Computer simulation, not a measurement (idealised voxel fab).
Herein follows the process module entitled voxel air gaps.
cross-section cut | 255 nm wide | cells 5 nm
Cross-sections here: square-cell grids, written as top-down lists of bands, a band being one or more rows of cells. First you get the band's top height and its bottom height, in nm, and then the materials it's made of, left to right, with each width in nm. If you see a single material with "throughout", that one covers the band edge to edge. "empty" is empty space. Below 0: as-received wafer, all one material; heights counted from there. Lowest band: no bottom, goes on down, written "z 0 and below". The width entry "30..40" should be interpreted row by row: the top row of cells in the band takes the first number, the bottom row takes the second number, and the change between adjacent rows is uniform throughout. Reading "everything unchanged" for a step: not a cell of the cross-section changed in it. "Cavities, sealed" means: voids of 8 cells or more that are shut off from the top with no open way through. Written width x height at distance, distance from the left edge, in nm. Post-settings text on a step line: simulator's own remark regarding the step. A step line may carry the setting "overlay nm", which, for steps involving a mask, states the distance by which the mask lay to the right of its intended position; negative values denote displacement to the left.

-- plan
- 1: RECEIVE (material Si)
- 2: CONFORMAL_DEP (material SiO2; thk nm 15)
- 3: CONFORMAL_DEP (material SiCN; thk nm 5)
- 4: DIRECTIONAL_DEP (material lowk; thk nm 30)
- 5: MASKED_ETCH (tone open; mask id LINES; width nm 20; pitch nm 45; etch materials lowk; depth nm 30; overlay nm 0)
- 6: CONFORMAL_DEP (material TiN; thk nm 5)
- 7: FILL_DEP (material W; thk nm 10)
- 8: CMP (height nm 50)
- 9: EPI (material Ru; thk nm 10)
- 10: SELECTIVE_ETCH (etch materials lowk; depth nm 40)
- 11: CONFORMAL_DEP (material SiCN; thk nm 5)

-- On the first of the two wafers: run conducted according to plan

-- Incoming wafer in cross-section (state: after step 1)
	z 0 and below: Si throughout
	Cavities, sealed: none

-- Step 2 done - wafer cross-section
	z 15 to 0: SiO2 throughout
	Heights below 0 show no change.

-- Step 3 done - wafer cross-section
	z 20 to 15: SiCN throughout
	Heights below 15 show no change.

-- Step 4 done - wafer cross-section
	z 50 to 20: lowk throughout
	Heights below 20 show no change.

-- Step 5 done - wafer cross-section
	z 50 to 20: lowk 70 nm  empty 20 nm  lowk 25 nm  empty 20 nm  lowk 25 nm  empty 20 nm  lowk 75 nm
	Heights below 20 show no change.

-- Step 6 done - wafer cross-section
	z 55 to 50: TiN 75 nm  empty 10 nm  TiN 35 nm  empty 10 nm  TiN 35 nm  empty 10 nm  TiN 80 nm
	z 50 to 25: lowk 70 nm  TiN 5 nm  empty 10 nm  TiN 5 nm  lowk 25 nm  TiN 5 nm  empty 10 nm  TiN 5 nm  lowk 25 nm  TiN 5 nm  empty 10 nm  TiN 5 nm  lowk 75 nm
	z 25 to 20: lowk 70 nm  TiN 20 nm  lowk 25 nm  TiN 20 nm  lowk 25 nm  TiN 20 nm  lowk 75 nm
	Heights below 20 show no change.

-- Step 7 done - wafer cross-section
	z 65 to 55: W throughout
	z 55 to 50: TiN 75 nm  W 10 nm  TiN 35 nm  W 10 nm  TiN 35 nm  W 10 nm  TiN 80 nm
	z 50 to 25: lowk 70 nm  TiN 5 nm  W 10 nm  TiN 5 nm  lowk 25 nm  TiN 5 nm  W 10 nm  TiN 5 nm  lowk 25 nm  TiN 5 nm  W 10 nm  TiN 5 nm  lowk 75 nm
	Heights below 25 show no change.

-- Step 8 done - wafer cross-section
	z 50 to 25: lowk 70 nm  TiN 5 nm  W 10 nm  TiN 5 nm  lowk 25 nm  TiN 5 nm  W 10 nm  TiN 5 nm  lowk 25 nm  TiN 5 nm  W 10 nm  TiN 5 nm  lowk 75 nm
	Heights below 25 show no change.

-- Step 9 done - wafer cross-section
	z 60 to 50: empty 60 nm  Ru 40 nm  empty 5 nm  Ru 40 nm  empty 5 nm  Ru 40 nm  empty 65 nm
	Heights below 50 show no change.

-- Step 10 done - wafer cross-section
	z 60 to 50: empty 60 nm  Ru 40 nm  empty 5 nm  Ru 40 nm  empty 5 nm  Ru 40 nm  empty 65 nm
	z 50 to 25: empty 70 nm  TiN 5 nm  W 10 nm  TiN 5 nm  empty 25 nm  TiN 5 nm  W 10 nm  TiN 5 nm  empty 25 nm  TiN 5 nm  W 10 nm  TiN 5 nm  empty 75 nm
	z 25 to 20: empty 70 nm  TiN 20 nm  empty 25 nm  TiN 20 nm  empty 25 nm  TiN 20 nm  empty 75 nm
	Heights below 20 show no change.

-- Step 11 done - wafer cross-section
	z 65 to 60: empty 55 nm  SiCN 140 nm  empty 60 nm
	z 60 to 50: empty 55 nm  SiCN 5 nm  Ru 40 nm  SiCN 5 nm  Ru 40 nm  SiCN 5 nm  Ru 40 nm  SiCN 5 nm  empty 60 nm
	z 50 to 45: empty 55 nm  SiCN 15 nm  TiN 5 nm  W 10 nm  TiN 5 nm  SiCN 25 nm  TiN 5 nm  W 10 nm  TiN 5 nm  SiCN 25 nm  TiN 5 nm  W 10 nm  TiN 5 nm  SiCN 15 nm  empty 60 nm
	z 45 to 25: empty 65 nm  SiCN 5 nm  TiN 5 nm  W 10 nm  TiN 5 nm  SiCN 5 nm  empty 15 nm  SiCN 5 nm  TiN 5 nm  W 10 nm  TiN 5 nm  SiCN 5 nm  empty 15 nm  SiCN 5 nm  TiN 5 nm  W 10 nm  TiN 5 nm  SiCN 5 nm  empty 70 nm
	z 25 to 20: SiCN 70 nm  TiN 20 nm  SiCN 25 nm  TiN 20 nm  SiCN 25 nm  TiN 20 nm  SiCN 75 nm
	Heights below 20 show no change.
	Cavities, sealed: 15 x 20 at 95; 15 x 20 at 140

-- What follows concerns the second wafer, which started out like the first and was meant to follow the very same plan; one mistake crept in when it was run, but everything up to and including step 1 is the same as for the first wafer

-- Cross-sectional view of the second wafer at the intended end time of process step 2
	z 15 to 0: Ru throughout
	Heights below 0 show no change.

-- Cross-sectional view of the second wafer at the intended end time of process step 3
	z 20 to 15: SiCN throughout
	Heights below 15 show no change.

-- Cross-sectional view of the second wafer at the intended end time of process step 4
	z 50 to 20: lowk throughout
	Heights below 20 show no change.

-- Cross-sectional view of the second wafer at the intended end time of process step 5
	z 50 to 20: lowk 70 nm  empty 20 nm  lowk 25 nm  empty 20 nm  lowk 25 nm  empty 20 nm  lowk 75 nm
	Heights below 20 show no change.

-- Cross-sectional view of the second wafer at the intended end time of process step 6
	z 55 to 50: TiN 75 nm  empty 10 nm  TiN 35 nm  empty 10 nm  TiN 35 nm  empty 10 nm  TiN 80 nm
	z 50 to 25: lowk 70 nm  TiN 5 nm  empty 10 nm  TiN 5 nm  lowk 25 nm  TiN 5 nm  empty 10 nm  TiN 5 nm  lowk 25 nm  TiN 5 nm  empty 10 nm  TiN 5 nm  lowk 75 nm
	z 25 to 20: lowk 70 nm  TiN 20 nm  lowk 25 nm  TiN 20 nm  lowk 25 nm  TiN 20 nm  lowk 75 nm
	Heights below 20 show no change.

-- Cross-sectional view of the second wafer at the intended end time of process step 7
	z 65 to 55: W throughout
	z 55 to 50: TiN 75 nm  W 10 nm  TiN 35 nm  W 10 nm  TiN 35 nm  W 10 nm  TiN 80 nm
	z 50 to 25: lowk 70 nm  TiN 5 nm  W 10 nm  TiN 5 nm  lowk 25 nm  TiN 5 nm  W 10 nm  TiN 5 nm  lowk 25 nm  TiN 5 nm  W 10 nm  TiN 5 nm  lowk 75 nm
	Heights below 25 show no change.

-- Cross-sectional view of the second wafer at the intended end time of process step 8
	z 50 to 25: lowk 70 nm  TiN 5 nm  W 10 nm  TiN 5 nm  lowk 25 nm  TiN 5 nm  W 10 nm  TiN 5 nm  lowk 25 nm  TiN 5 nm  W 10 nm  TiN 5 nm  lowk 75 nm
	Heights below 25 show no change.

-- Cross-sectional view of the second wafer at the intended end time of process step 9
	z 60 to 50: empty 60 nm  Ru 40 nm  empty 5 nm  Ru 40 nm  empty 5 nm  Ru 40 nm  empty 65 nm
	Heights below 50 show no change.

-- Cross-sectional view of the second wafer at the intended end time of process step 10
	z 60 to 50: empty 60 nm  Ru 40 nm  empty 5 nm  Ru 40 nm  empty 5 nm  Ru 40 nm  empty 65 nm
	z 50 to 25: empty 70 nm  TiN 5 nm  W 10 nm  TiN 5 nm  empty 25 nm  TiN 5 nm  W 10 nm  TiN 5 nm  empty 25 nm  TiN 5 nm  W 10 nm  TiN 5 nm  empty 75 nm
	z 25 to 20: empty 70 nm  TiN 20 nm  empty 25 nm  TiN 20 nm  empty 25 nm  TiN 20 nm  empty 75 nm
	Heights below 20 show no change.

-- Cross-sectional view of the second wafer at the intended end time of process step 11
	z 65 to 60: empty 55 nm  SiCN 140 nm  empty 60 nm
	z 60 to 50: empty 55 nm  SiCN 5 nm  Ru 40 nm  SiCN 5 nm  Ru 40 nm  SiCN 5 nm  Ru 40 nm  SiCN 5 nm  empty 60 nm
	z 50 to 45: empty 55 nm  SiCN 15 nm  TiN 5 nm  W 10 nm  TiN 5 nm  SiCN 25 nm  TiN 5 nm  W 10 nm  TiN 5 nm  SiCN 25 nm  TiN 5 nm  W 10 nm  TiN 5 nm  SiCN 15 nm  empty 60 nm
	z 45 to 25: empty 65 nm  SiCN 5 nm  TiN 5 nm  W 10 nm  TiN 5 nm  SiCN 5 nm  empty 15 nm  SiCN 5 nm  TiN 5 nm  W 10 nm  TiN 5 nm  SiCN 5 nm  empty 15 nm  SiCN 5 nm  TiN 5 nm  W 10 nm  TiN 5 nm  SiCN 5 nm  empty 70 nm
	z 25 to 20: SiCN 70 nm  TiN 20 nm  SiCN 25 nm  TiN 20 nm  SiCN 25 nm  TiN 20 nm  SiCN 75 nm
	Heights below 20 show no change.
	Cavities, sealed: 15 x 20 at 95; 15 x 20 at 140
What went wrong in running the wafer? step 2 was not run as planned; what actually ran was CONFORMAL_DEP (material Ru; thk nm 15)
Final wafer comparison in cells, second versus first, more or fewer per material: 153 more of Ru | 153 fewer of SiO2
